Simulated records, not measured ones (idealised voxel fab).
process module | voxel trench capacitor
cross-section cut | 290 nm wide | cells 5 nm
A cross-section is a grid of square cells, given in bands from the top down. A band is one or more rows of cells.
Each band's line starts with the height of the band's top and of its bottom, in nm. Then come its materials from left to right, each with its width in nm. One material with "throughout" fills the band from edge to edge. "air" is empty space.
Height 0 is the level under which the wafer as received is all one material. The lowest band goes on downwards, as in "0 down".
A width such as "30 to 40" changes by the same amount from each row of cells to the next, from the band's top row to its bottom row.
"no change" after a step means that no cell of the cross-section changed.
closed voids: empty space of 8 cells or more with no open way to the top, each as width x height at its distance from the left edge, in nm
after a step's settings: what the simulator itself notes on the step
overlay nm, on a step with a mask: how far to the right of its planned place the mask lay; to the left if negative
plan
1 op RECEIVE | material Si
2 op CONFORMAL_DEP | material SiN | thk nm 10
3 op DIRECTIONAL_DEP | material aC | thk nm 15
4 op PATTERN | tone open | mask id TRENCH | material resist | width nm 25 | pitch nm 50 | thk nm 30 | overlay nm 0
5 op DIRECTIONAL_ETCH | etch materials aC | depth nm 15
6 op STRIP | etch materials resist
7 op DIRECTIONAL_ETCH | etch materials SiN | depth nm 10
8 op DIRECTIONAL_ETCH | etch materials Si | depth nm 40
9 op STRIP | etch materials aC
10 op CONFORMAL_DEP | material HfO2 | thk nm 5
11 op CONFORMAL_DEP | material TiN | thk nm 5
12 op FILL_DEP | material W | thk nm 5
13 op CMP | height nm 10
as received, after step 1
  0 down: Si throughout
  closed voids: none
first wafer at the end, as planned
  10 to 0: SiN 55 | HfO2 5 | TiN 5 | W 5 | TiN 5 | HfO2 5 | SiN 25 | HfO2 5 | TiN 5 | W 5 | TiN 5 | HfO2 5 | SiN 25 | HfO2 5 | TiN 5 | W 5 | TiN 5 | HfO2 5 | SiN 25 | HfO2 5 | TiN 5 | W 5 | TiN 5 | HfO2 5 | SiN 60
  0 to -30: Si 55 | HfO2 5 | TiN 5 | W 5 | TiN 5 | HfO2 5 | Si 25 | HfO2 5 | TiN 5 | W 5 | TiN 5 | HfO2 5 | Si 25 | HfO2 5 | TiN 5 | W 5 | TiN 5 | HfO2 5 | Si 25 | HfO2 5 | TiN 5 | W 5 | TiN 5 | HfO2 5 | Si 60
  -30 to -35: Si 55 | HfO2 5 | TiN 15 | HfO2 5 | Si 25 | HfO2 5 | TiN 15 | HfO2 5 | Si 25 | HfO2 5 | TiN 15 | HfO2 5 | Si 25 | HfO2 5 | TiN 15 | HfO2 5 | Si 60
  -35 to -40: Si 55 | HfO2 25 | Si 25 | HfO2 25 | Si 25 | HfO2 25 | Si 25 | HfO2 25 | Si 60
  -40 down: Si throughout
  closed voids: none
second wafer at the end: like start, like plan, one mistake
  10 to 0: W 45 | TiN 5 | HfO2 5 | SiN 25 | HfO2 5 | TiN 5 | W 5 | TiN 5 | HfO2 5 | SiN 25 | HfO2 5 | TiN 5 | W 5 | TiN 5 | HfO2 5 | SiN 25 | HfO2 5 | TiN 5 | W 5 | TiN 5 | HfO2 5 | SiN 25 | HfO2 5 | TiN 5 | W 50
  0 to -30: W 45 | TiN 5 | HfO2 5 | Si 25 | HfO2 5 | TiN 5 | W 5 | TiN 5 | HfO2 5 | Si 25 | HfO2 5 | TiN 5 | W 5 | TiN 5 | HfO2 5 | Si 25 | HfO2 5 | TiN 5 | W 5 | TiN 5 | HfO2 5 | Si 25 | HfO2 5 | TiN 5 | W 50
  -30 to -35: TiN 50 | HfO2 5 | Si 25 | HfO2 5 | TiN 15 | HfO2 5 | Si 25 | HfO2 5 | TiN 15 | HfO2 5 | Si 25 | HfO2 5 | TiN 15 | HfO2 5 | Si 25 | HfO2 5 | TiN 55
  -35 to -40: HfO2 55 | Si 25 | HfO2 25 | Si 25 | HfO2 25 | Si 25 | HfO2 25 | Si 25 | HfO2 60
  -40 down: Si throughout
  closed voids: none
what went wrong: step 4 ran as: op PATTERN | tone cover | mask id TRENCH | material resist | width nm 25 | pitch nm 50 | thk nm 30 | overlay nm 0
at the end the second wafer has, in cells: 18 more of HfO2 | 144 fewer of Si | 36 fewer of SiN | 18 more of TiN | 144 more of W
